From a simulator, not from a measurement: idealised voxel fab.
process module | voxel ribs on slabs
cross-section cut | 170 nm wide | cells 5 nm
A cross-section is a grid of square cells, given in bands from the top down. A band is one or more rows of cells.
Each band's line starts with the height of the band's top and of its bottom, in nm. Then come its materials from left to right, each with its width in nm. One material with "throughout" fills the band from edge to edge. "air" is empty space.
Height 0 is the level under which the wafer as received is all one material. The lowest band goes on downwards, as in "0 down".
A width such as "30 to 40" changes by the same amount from each row of cells to the next, from the band's top row to its bottom row.
"no change" after a step means that no cell of the cross-section changed.
closed voids: empty space of 8 cells or more with no open way to the top, each as width x height at its distance from the left edge, in nm
after a step's settings: what the simulator itself notes on the step
overlay nm, on a step with a mask: how far to the right of its planned place the mask lay; to the left if negative
plan
1 op RECEIVE | material Si
2 op DIRECTIONAL_DEP | material SiO2 | thk nm 30
3 op DIRECTIONAL_DEP | material polySi | thk nm 15
4 op PATTERN | tone cover | mask id RIB | material resist | width nm 25 | thk nm 20 | overlay nm 0
5 op DIRECTIONAL_ETCH | etch materials polySi | depth nm 5
6 op STRIP | etch materials resist
7 op DIRECTIONAL_DEP | material aC | thk nm 15
8 op PATTERN | tone cover | mask id SLAB | material resist | width nm 65 | thk nm 35 | overlay nm 0
9 op DIRECTIONAL_ETCH | etch materials aC | depth nm 15
10 op STRIP | etch materials resist
11 op DIRECTIONAL_ETCH | etch materials polySi | depth nm 10
12 op STRIP | etch materials aC
13 op FILL_DEP | material SiO2 | thk nm 25
14 op CMP | height nm 60
15 op DIRECTIONAL_DEP | material W | thk nm 5
16 op DIRECTIONAL_DEP | material aC | thk nm 10
17 op PATTERN | tone cover | mask id HEATER | material resist | width nm 35 | thk nm 30 | overlay nm 0
18 op DIRECTIONAL_ETCH | etch materials aC | depth nm 10
19 op STRIP | etch materials resist
20 op DIRECTIONAL_ETCH | etch materials W | depth nm 5
21 op STRIP | etch materials aC
22 op CONFORMAL_DEP | material SiN | thk nm 5
as received, after step 1
  0 down: Si throughout
  closed voids: none
a wafer at the end: this start, this plan, one mistake
  65 to 60: air 65 | W 35 | air 70
  60 to 45: SiO2 throughout
  45 to 40: SiO2 70 | polySi 25 | SiO2 75
  40 to 30: SiO2 50 | polySi 65 | SiO2 55
  30 to 0: SiO2 throughout
  0 down: Si throughout
  closed voids: none
what went wrong: step 22 was left out
